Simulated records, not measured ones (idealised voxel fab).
Documented hereafter: the process module known as voxel air gaps.
The width of the displayed cross-section, cut, is 285 nm; its cells are square, with a size of 5 nm.
Reading order for cross-sections: top band down to bottom band. Underlying form: a grid of square cells. Band size: one or more rows of cells.
First you get the band's top height and its bottom height, in nm, and then the materials it's made of, left to right, with each width in nm. If you see a single material with "full width", that one covers the band edge to edge. "air" is empty space.
All heights in this document are referenced to 0, defined as the level beneath which the wafer, as received, consists entirely of one material. The lowest band is not bounded below; it extends indefinitely downward and is written in the form "z 0 and below".
A two-number width, for instance "30..40", indicates that the width is equal to the first number in the top row of the band and to the second number in the bottom row, and that it changes by a constant amount per row of cells.
"no modification" (step): cross-section cells unchanged, all of them.
The list in "Enclosed cavity list" covers empty spaces of 8 cells or more that cannot reach the top through any open way, and it gives each as width x height at distance; the distance is from the left edge, and width, height and distance are in nm.
That trailing text on a step's line, after the settings, is the simulator's own remark on the step.
The optional step-line setting "overlay nm" applies to steps with a mask and quantifies how far to the right of its planned location the mask lay, a negative value indicating leftward placement.

The process steps that were planned are listed below:
1: RECEIVE, material Si
2: CONFORMAL_DEP, material SiO2, thk nm 10
3: CONFORMAL_DEP, material SiN, thk nm 5
4: DIRECTIONAL_DEP, material lowk, thk nm 40
5: DIRECTIONAL_DEP, material aC, thk nm 10
6: PATTERN, tone open, mask id LINES, material resist, width nm 15, pitch nm 40, thk nm 25, overlay nm 0
7: DIRECTIONAL_ETCH, etch materials aC, depth nm 10
8: STRIP, etch materials resist
9: DIRECTIONAL_ETCH, etch materials lowk, depth nm 40
10: STRIP, etch materials aC
11: CONFORMAL_DEP, material TiN, thk nm 5
12: FILL_DEP, material Ru, thk nm 10
13: CMP, height nm 55
14: EPI, material Ru, thk nm 10
15: SELECTIVE_ETCH, etch materials lowk, depth nm 50
16: CONFORMAL_DEP, material SiN, thk nm 5
Same starting wafers, different width nm at step 6. Plan value belongs to the first wafer.

Incoming state of the first of several wafers in cross-section: after step 1:
* z 0 and below  Si full width
* Enclosed cavity list: none

Below is a per-wafer table. In it, each row describes the wafer at the end of the module by giving, for each material, the number of cells gained (+) or lost (-) since the wafer was received, and after that the closed voids of the wafer:
width nm 15 | +84 Ru | +214 SiN | +114 SiO2 | +68 TiN | Enclosed cavity list: 15 x 30 at 95; 15 x 30 at 135; 15 x 30 at 175
width nm 20 | +120 Ru | +142 SiN | +114 SiO2 | +72 TiN | +96 lowk | Enclosed cavity list: none
width nm 25 | +150 Ru | +142 SiN | +114 SiO2 | +76 TiN | +72 lowk | Enclosed cavity list: none
